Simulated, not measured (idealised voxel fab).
process module | voxel self aligned vias
The cross-section on display is named cut; it measures 235 nm wide, and its cells are 5 nm squares.
Notation: cross-section as square-cell grid; stated in bands, top first, going down; one or more cell rows per band. Basically the band line says how high the top is and how high the bottom is, in nm, and then what's in it from left to right, every material with its width in nm. Empty space shows up as "empty", and if a single material carries "everywhere" it runs the full band edge to edge. Heights are measured from 0, the level below which the as-received wafer is all one material; the lowest band has no bottom and continues downward, written as in "0 down". When a width is written as two numbers, as in "30 to 40", the first number is the width in the top row of cells of the band and the second is the width in its bottom row, and the width changes by the same amount from each row to the next. Given "nothing changed" for a step, no cell of the cross-section differs between before and after that step. Any empty space of 8 cells or more lacking an open way to the top shows up in "Sealed internal cavities" as width x height at distance, distance from the left edge, in nm. On a step's line, text after the settings is the simulator commenting on that step. overlay nm: mask offset rightward from planned place, masked step; negative means leftward offset.
Process steps (planned):
- 1: RECEIVE | material Si
- 2: CONFORMAL_DEP | material SiO2 | thk nm 10
- 3: CONFORMAL_DEP | material SiCN | thk nm 5
- 4: DIRECTIONAL_DEP | material lowk | thk nm 20
- 5: MASKED_ETCH | tone open | mask id LINES | width nm 30 | pitch nm 70 | etch materials lowk | depth nm 20 | overlay nm 0
- 6: CONFORMAL_DEP | material TiN | thk nm 5
- 7: FILL_DEP | material W | thk nm 10
- 8: CMP | height nm 35
- 9: SELECTIVE_ETCH | etch materials W Ru TiN | depth nm 5
- 10: FILL_DEP | material SiN | thk nm 5
- 11: CMP | height nm 35
- 12: DIRECTIONAL_DEP | material lowk | thk nm 15
- 13: PATTERN | tone open | mask id VIAS | material resist | width nm 50 | thk nm 20 | overlay nm 0
- 14: DIRECTIONAL_ETCH | etch materials lowk | depth nm 15
- 15: DIRECTIONAL_ETCH | etch materials SiN | depth nm 5
- 16: STRIP | etch materials resist
- 17: CONFORMAL_DEP | material TiN | thk nm 5
- 18: FILL_DEP | material Cu | thk nm 5
- 19: CMP | height nm 50
- 20: CONFORMAL_DEP | material SiCN | thk nm 5
Below: the first of two wafers, run as planned:
Cross-section of the wafer at receipt, which is the condition after step 1:
    0 down = Si everywhere
    Sealed internal cavities: none
Wafer xsec, post step 2:
    10 to 0 = SiO2 everywhere
    Below 0, no change.
Wafer xsec, post step 3:
    15 to 10 = SiCN everywhere
    Below 10, no change.
Wafer xsec, post step 4:
    35 to 15 = lowk everywhere
    Below 15, no change.
Wafer xsec, post step 5:
    35 to 15 = lowk (65) | empty (30) | lowk (40) | empty (30) | lowk (70)
    Below 15, no change.
Wafer xsec, post step 6:
    40 to 35 = TiN (70) | empty (20) | TiN (50) | empty (20) | TiN (75)
    35 to 20 = lowk (65) | TiN (5) | empty (20) | TiN (5) | lowk (40) | TiN (5) | empty (20) | TiN (5) | lowk (70)
    20 to 15 = lowk (65) | TiN (30) | lowk (40) | TiN (30) | lowk (70)
    Below 15, no change.
Wafer xsec, post step 7:
    50 to 40 = W everywhere
    40 to 35 = TiN (70) | W (20) | TiN (50) | W (20) | TiN (75)
    35 to 20 = lowk (65) | TiN (5) | W (20) | TiN (5) | lowk (40) | TiN (5) | W (20) | TiN (5) | lowk (70)
    Below 20, no change.
Wafer xsec, post step 8:
    35 to 20 = lowk (65) | TiN (5) | W (20) | TiN (5) | lowk (40) | TiN (5) | W (20) | TiN (5) | lowk (70)
    Below 20, no change.
Wafer xsec, post step 9:
    35 to 30 = lowk (65) | empty (30) | lowk (40) | empty (30) | lowk (70)
    Below 30, no change.
Wafer xsec, post step 10:
    40 to 35 = SiN everywhere
    35 to 30 = lowk (65) | SiN (30) | lowk (40) | SiN (30) | lowk (70)
    Below 30, no change.
Wafer xsec, post step 11:
    35 to 30 = lowk (65) | SiN (30) | lowk (40) | SiN (30) | lowk (70)
    Below 30, no change.
Wafer xsec, post step 12:
    50 to 35 = lowk everywhere
    Below 35, no change.
Wafer xsec, post step 13:
    70 to 50 = resist (55) | empty (50) | resist (130)
    Below 50, no change.
Wafer xsec, post step 14:
    70 to 50 = resist (55) | empty (50) | resist (130)
    50 to 35 = lowk (55) | empty (50) | lowk (130)
    Below 35, no change.
Wafer xsec, post step 15:
    70 to 50 = resist (55) | empty (50) | resist (130)
    50 to 35 = lowk (55) | empty (50) | lowk (130)
    35 to 30 = lowk (65) | empty (30) | lowk (40) | SiN (30) | lowk (70)
    Below 30, no change.
Wafer xsec, post step 16:
    50 to 35 = lowk (55) | empty (50) | lowk (130)
    Below 35, no change.
Wafer xsec, post step 17:
    55 to 50 = TiN (60) | empty (40) | TiN (135)
    50 to 40 = lowk (55) | TiN (5) | empty (40) | TiN (5) | lowk (130)
    40 to 35 = lowk (55) | TiN (15) | empty (20) | TiN (15) | lowk (130)
    35 to 30 = lowk (65) | TiN (30) | lowk (40) | SiN (30) | lowk (70)
    Below 30, no change.
Wafer xsec, post step 18:
    60 to 55 = Cu everywhere
    55 to 50 = TiN (60) | Cu (40) | TiN (135)
    50 to 40 = lowk (55) | TiN (5) | Cu (40) | TiN (5) | lowk (130)
    40 to 35 = lowk (55) | TiN (15) | Cu (20) | TiN (15) | lowk (130)
    Below 35, no change.
Wafer xsec, post step 19:
    50 to 40 = lowk (55) | TiN (5) | Cu (40) | TiN (5) | lowk (130)
    Below 40, no change.
Wafer xsec, post step 20:
    55 to 50 = SiCN everywhere
    Below 50, no change.
Second wafer. Start and plan as for the first. One mistake made in running. Agrees with the first up to and including step 13:
Cross-section of the second wafer when, according to plan, step 14 should have finished:
    70 to 50 = resist (55) | empty (50) | resist (130)
    50 to 35 = lowk (55) | empty (50) | lowk (130)
    35 to 30 = lowk (55) | empty (10) | SiN (30) | empty (10) | lowk (30) | SiN (30) | lowk (70)
    30 to 20 = lowk (55) | empty (10) | TiN (5) | W (20) | TiN (5) | empty (10) | lowk (30) | TiN (5) | W (20) | TiN (5) | lowk (70)
    Below 20, no change.
Cross-section of the second wafer when, according to plan, step 15 should have finished:
    70 to 50 = resist (55) | empty (50) | resist (130)
    50 to 35 = lowk (55) | empty (50) | lowk (130)
    35 to 30 = lowk (55) | empty (50) | lowk (30) | SiN (30) | lowk (70)
    Below 30, no change.
Cross-section of the second wafer when, according to plan, step 16 should have finished:
    50 to 35 = lowk (55) | empty (50) | lowk (130)
    Below 35, no change.
Cross-section of the second wafer when, according to plan, step 17 should have finished:
    55 to 50 = TiN (60) | empty (40) | TiN (135)
    50 to 35 = lowk (55) | TiN (5) | empty (40) | TiN (5) | lowk (130)
    35 to 30 = lowk (55) | TiN (50) | lowk (30) | SiN (30) | lowk (70)
    30 to 20 = lowk (55) | TiN (15) | W (20) | TiN (15) | lowk (30) | TiN (5) | W (20) | TiN (5) | lowk (70)
    Below 20, no change.
Cross-section of the second wafer when, according to plan, step 18 should have finished:
    60 to 55 = Cu everywhere
    55 to 50 = TiN (60) | Cu (40) | TiN (135)
    50 to 35 = lowk (55) | TiN (5) | Cu (40) | TiN (5) | lowk (130)
    Below 35, no change.
Cross-section of the second wafer when, according to plan, step 19 should have finished:
    50 to 35 = lowk (55) | TiN (5) | Cu (40) | TiN (5) | lowk (130)
    Below 35, no change.
Cross-section of the second wafer when, according to plan, step 20 should have finished:
    55 to 50 = SiCN everywhere
    Below 50, no change.
Where did the run depart from the plan? step 14 of the plan was performed twice
Wafer comparison, final, in cells, second relative to first, materials more or fewer: +4 Cu; +8 TiN; -12 lowk
